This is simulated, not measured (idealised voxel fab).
Presented below is a process module, voxel ribs on slabs.
190 nm wide, 5 nm square cells: that's cross-section cut.
Throughout this document, each cross-section is represented as a grid of square cells and is presented as a sequence of bands enumerated from the top downward, where a band comprises one or more rows of cells. The band entry comprises the height of the band's top followed by the height of its bottom, expressed in nm, and subsequently the band's materials from left to right, each stated together with its width in nm. Where a single material is marked with the word "throughout", that material fills the band from edge to edge. The word "blank" represents empty space. A quick word on heights: they are counted from 0, and under that level the wafer as it came to us is one material throughout. The lowest band is different from the rest in having no bottom; it simply continues downward, written as in "0 nm and below". It should be noted that a width expressed as "30..40" varies in equal increments from row to row of cells within the band, taking the value of the first number at the top row and that of the second number at the bottom row. Where a step carries "same as before", the cross-section came out of it unchanged, cell for cell. Heads up: "Enclosed void listing" only lists the empty pockets with no open path to the top that are 8 cells or more, and it writes them as width x height at distance, distance from the left edge, in nm. Whatever follows a step's settings on its line is a remark the simulator itself makes about that step. For masked steps, "overlay nm" on the step line gives how far right of plan the mask actually lay; a minus sign means it lay to the left.
[This section lists the process steps that were planned]
| 1 | RECEIVE, material Si |
| 2 | DIRECTIONAL_DEP, material SiO2, thk nm 20 |
| 3 | DIRECTIONAL_DEP, material SiN, thk nm 20 |
| 4 | DIRECTIONAL_DEP, material aC, thk nm 15 |
| 5 | PATTERN, tone cover, mask id RIB, material resist, width nm 20, thk nm 30, overlay nm 0 |
| 6 | DIRECTIONAL_ETCH, etch materials aC, depth nm 15 |
| 7 | STRIP, etch materials resist |
| 8 | DIRECTIONAL_ETCH, etch materials SiN, depth nm 10 |
| 9 | STRIP, etch materials aC |
| 10 | PATTERN, tone cover, mask id SLAB, material resist, width nm 70, thk nm 15, overlay nm 0 |
| 11 | DIRECTIONAL_ETCH, etch materials SiN, depth nm 10 |
| 12 | STRIP, etch materials resist |
| 13 | FILL_DEP, material SiO2, thk nm 30 |
| 14 | CMP, height nm 60 |
| 15 | DIRECTIONAL_DEP, material W, thk nm 5 |
| 16 | DIRECTIONAL_DEP, material aC, thk nm 15 |
| 17 | PATTERN, tone cover, mask id HEATER, material resist, width nm 30, thk nm 30, overlay nm -15 |
| 18 | DIRECTIONAL_ETCH, etch materials aC, depth nm 15 |
| 19 | STRIP, etch materials resist |
| 20 | DIRECTIONAL_ETCH, etch materials W, depth nm 5 |
| 21 | STRIP, etch materials aC |
| 22 | CONFORMAL_DEP, material SiN, thk nm 5 |
It is noted that the wafers described herein are identical at the outset and are distinguished by the overlay nm of step 17; the value stated in the plan corresponds to the first wafer.
[Sectional view: first of several wafers, as received, after step 1]
> 0 nm and below | Si throughout
> Enclosed void listing: none
[For your reference, the table is organized with a row per wafer; each row reflects the wafer at the end of the module, indicating for each material the cells gained (+) or lost (-) since receipt, and thereafter its closed voids]
overlay nm -15 | +76 SiN | +420 SiO2 | +6 W | Enclosed void listing: none
overlay nm -10 | +76 SiN | +420 SiO2 | +6 W | Enclosed void listing: none
overlay nm -5 | +76 SiN | +420 SiO2 | +6 W | Enclosed void listing: none
overlay nm 0 | +76 SiN | +420 SiO2 | +6 W | Enclosed void listing: none
overlay nm 5 | +76 SiN | +420 SiO2 | +6 W | Enclosed void listing: none
overlay nm 10 | +76 SiN | +420 SiO2 | +6 W | Enclosed void listing: none
overlay nm 15 | +76 SiN | +420 SiO2 | +6 W | Enclosed void listing: none
